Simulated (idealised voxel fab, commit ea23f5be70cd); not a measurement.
The process module presented herein is designated voxel tone inversion.
160 nm wide, 5 nm square cells: that's cross-section cut.
Cross-section format: a grid of square cells, given as bands from top to bottom; each band is one or more rows of cells.
Band entry format. Leading values: height of top, height of bottom, nm. Remainder: materials in left-to-right order, each with its width in nm. Special words: "full width" on a single material, which then fills the band edge to edge; "air", empty space.
Height reference: 0 = level under which incoming wafer is all one material. Lowest band: no bottom, runs on downward, e.g. "z 0 and below".
Quick explanation for "30..40": the width changes in equal steps down the rows of cells, from the first number in the band's top row to the second number in its bottom row.
Any step labelled "nothing altered" changed none of the cells in the cross-section.
The list in "Tabulated closed voids" covers empty spaces of 8 cells or more that cannot reach the top through any open way, and it gives each as width x height at distance; the distance is from the left edge, and width, height and distance are in nm.
Read whatever lies past the settings on a step's line as the simulator's own remark about the step.
Steps that use a mask can have "overlay nm" on their line. It says how far the mask sat to the right of where it was meant to be. Negative means to the left.

-- Planned step list for the process
1: RECEIVE: material Si
2: CONFORMAL_DEP: material SiN, thk nm 10
3: DIRECTIONAL_DEP: material aC, thk nm 15
4: PATTERN: tone cover, mask id POSTS, material resist, width nm 20, pitch nm 50, thk nm 20, overlay nm 0
5: DIRECTIONAL_ETCH: etch materials aC, depth nm 15
6: STRIP: etch materials resist
7: FILL_DEP: material SiO2, thk nm 5
8: CMP: height nm 25
9: STRIP: etch materials aC

-- Account of the first of two wafers, which was processed as intended

-- Here's what the wafer looked like in cross-section when it arrived - that's after step 1
    z 0 and below: Si full width
    Tabulated closed voids: none

-- So this is the wafer cross-section right after step 2
    z 10 to 0: SiN full width
    Under the height 0 nothing was changed.

-- So this is the wafer cross-section right after step 3
    z 25 to 10: aC full width
    Under the height 10 nothing was changed.

-- So this is the wafer cross-section right after step 4
    z 45 to 25: air 20 nm, resist 20 nm, air 30 nm, resist 20 nm, air 30 nm, resist 20 nm, air 20 nm
    Under the height 25 nothing was changed.

-- So this is the wafer cross-section right after step 5
    z 30 to 25: air 20 nm, resist 20 nm, air 30 nm, resist 20 nm, air 30 nm, resist 20 nm, air 20 nm
    z 25 to 10: air 20 nm, aC 20 nm, air 30 nm, aC 20 nm, air 30 nm, aC 20 nm, air 20 nm
    Under the height 10 nothing was changed.

-- So this is the wafer cross-section right after step 6
    z 25 to 10: air 20 nm, aC 20 nm, air 30 nm, aC 20 nm, air 30 nm, aC 20 nm, air 20 nm
    Under the height 10 nothing was changed.

-- So this is the wafer cross-section right after step 7
    z 30 to 25: SiO2 full width
    z 25 to 10: SiO2 20 nm, aC 20 nm, SiO2 30 nm, aC 20 nm, SiO2 30 nm, aC 20 nm, SiO2 20 nm
    Under the height 10 nothing was changed.

-- So this is the wafer cross-section right after step 8
    z 25 to 10: SiO2 20 nm, aC 20 nm, SiO2 30 nm, aC 20 nm, SiO2 30 nm, aC 20 nm, SiO2 20 nm
    Under the height 10 nothing was changed.

-- So this is the wafer cross-section right after step 9
    z 25 to 10: SiO2 20 nm, air 20 nm, SiO2 30 nm, air 20 nm, SiO2 30 nm, air 20 nm, SiO2 20 nm
    Under the height 10 nothing was changed.

-- What follows concerns the second wafer, which started out like the first and was meant to follow the very same plan; one mistake crept in when it was run, but everything up to and including step 2 is the same as for the first wafer

-- Planned end of step 3: second wafer, cross-section
    z 25 to 0: SiN full width
    Under the height 0 nothing was changed.

-- Planned end of step 4: second wafer, cross-section
    z 45 to 25: air 20 nm, resist 20 nm, air 30 nm, resist 20 nm, air 30 nm, resist 20 nm, air 20 nm
    Under the height 25 nothing was changed.

-- Planned end of step 5: second wafer, cross-section
    z 30 to 25: air 20 nm, resist 20 nm, air 30 nm, resist 20 nm, air 30 nm, resist 20 nm, air 20 nm
    Under the height 25 nothing was changed.

-- Planned end of step 6: second wafer, cross-section
    z 25 to 0: SiN full width
    Under the height 0 nothing was changed.

-- Planned end of step 7: second wafer, cross-section
    z 30 to 25: SiO2 full width
    Under the height 25 nothing was changed.

-- Planned end of step 8: second wafer, cross-section
    z 25 to 0: SiN full width
    Under the height 0 nothing was changed.

Planned end of step 9: second wafer, cross-section: nothing altered
Want to know what went wrong? for step 3, the planned setting was not used; the step was instead run as DIRECTIONAL_DEP: material SiN, thk nm 15
Looking at both finished wafers in cells, the second ends up ahead of or behind the first on some materials: SiN: 96 more | SiO2: 60 fewer
